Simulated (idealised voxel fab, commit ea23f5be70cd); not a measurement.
The document below concerns the process module designated voxel self aligned vias.
Section shown: cut. Width: 285 nm. Cell size: 5 nm, square.
Cross-section spec: square-cell grid; bands listed top down; each band is one or more rows.
Band: top height; bottom height; in nm. Then, left to right: material with width in nm, for each material. "everywhere": a single material spanning edge to edge. "empty": empty space.
Heights are expressed relative to 0, this being the level below which the as-received wafer comprises one material exclusively. The lowest band is unbounded in the downward direction and is denoted as in "z 0 and below".
Read "30..40" as a graded width: first number on top, second number at the bottom, same change between each pair of neighbouring rows.
Any step labelled "identical to before" changed none of the cells in the cross-section.
In the "Entrapped voids" entry, you get each enclosed empty space of 8 cells or more, one with no open way to the top, written width x height at distance, distance from the left edge, in nm.
On a step's line, text after the settings is the simulator commenting on that step.
A step line may carry the setting "overlay nm", which, for steps involving a mask, states the distance by which the mask lay to the right of its intended position; negative values denote displacement to the left.

Planned process steps:
1 RECEIVE | material Si
2 CONFORMAL_DEP | material SiO2 | thk nm 15
3 CONFORMAL_DEP | material SiCN | thk nm 5
4 DIRECTIONAL_DEP | material SiO2 | thk nm 25
5 DIRECTIONAL_DEP | material aC | thk nm 10
6 PATTERN | tone open | mask id LINES | material resist | width nm 25 | pitch nm 65 | thk nm 25 | overlay nm 0
7 DIRECTIONAL_ETCH | etch materials aC | depth nm 10
8 STRIP | etch materials resist
9 DIRECTIONAL_ETCH | etch materials SiO2 | depth nm 25
10 STRIP | etch materials aC
11 CONFORMAL_DEP | material TiN | thk nm 5
12 FILL_DEP | material Ru | thk nm 5
13 CMP | height nm 45
14 SELECTIVE_ETCH | etch materials W Ru TiN | depth nm 10
15 FILL_DEP | material SiN | thk nm 10
16 CMP | height nm 45
17 DIRECTIONAL_DEP | material SiO2 | thk nm 20
18 PATTERN | tone open | mask id VIAS | material resist | width nm 45 | pitch nm 130 | thk nm 15 | overlay nm 0
19 DIRECTIONAL_ETCH | etch materials SiO2 | depth nm 20
20 DIRECTIONAL_ETCH | etch materials SiN | depth nm 10
21 STRIP | etch materials resist
22 CONFORMAL_DEP | material TiN | thk nm 5
23 FILL_DEP | material Cu | thk nm 10
24 CMP | height nm 65
25 CONFORMAL_DEP | material SiCN | thk nm 5

as received, after step 1:
- z 0 and below | Si everywhere
- Entrapped voids: none

The cross-section shown corresponds to the wafer at the conclusion of the module. The initial structure and the process plan are those presented above; however, one mistake occurred in executing the plan:
- z 70 to 65 | SiCN everywhere
- z 65 to 50 | Cu (50), TiN (5), SiO2 (45), TiN (5), Cu (75), TiN (5), SiO2 (45), TiN (5), Cu (50)
- z 50 to 45 | TiN (55), SiO2 (45), TiN (35), Cu (15), TiN (35), SiO2 (45), TiN (55)
- z 45 to 40 | SiO2 (65), SiN (25), SiO2 (40), TiN (5), Cu (15), TiN (5), SiO2 (40), SiN (25), SiO2 (65)
- z 40 to 35 | SiO2 (65), SiN (25), SiO2 (40), TiN (25), SiO2 (40), SiN (25), SiO2 (65)
- z 35 to 25 | SiO2 (65), TiN (5), Ru (15), TiN (5), SiO2 (40), TiN (5), Ru (15), TiN (5), SiO2 (40), TiN (5), Ru (15), TiN (5), SiO2 (65)
- z 25 to 20 | SiO2 (65), TiN (25), SiO2 (40), TiN (25), SiO2 (40), TiN (25), SiO2 (65)
- z 20 to 15 | SiCN everywhere
- z 15 to 0 | SiO2 everywhere
- z 0 and below | Si everywhere
- Entrapped voids: none
Heads up, the wafer didn't run the way we planned it: planned and actual differ for step 18; actual: PATTERN | tone cover | mask id VIAS | material resist | width nm 45 | pitch nm 130 | thk nm 15 | overlay nm 0
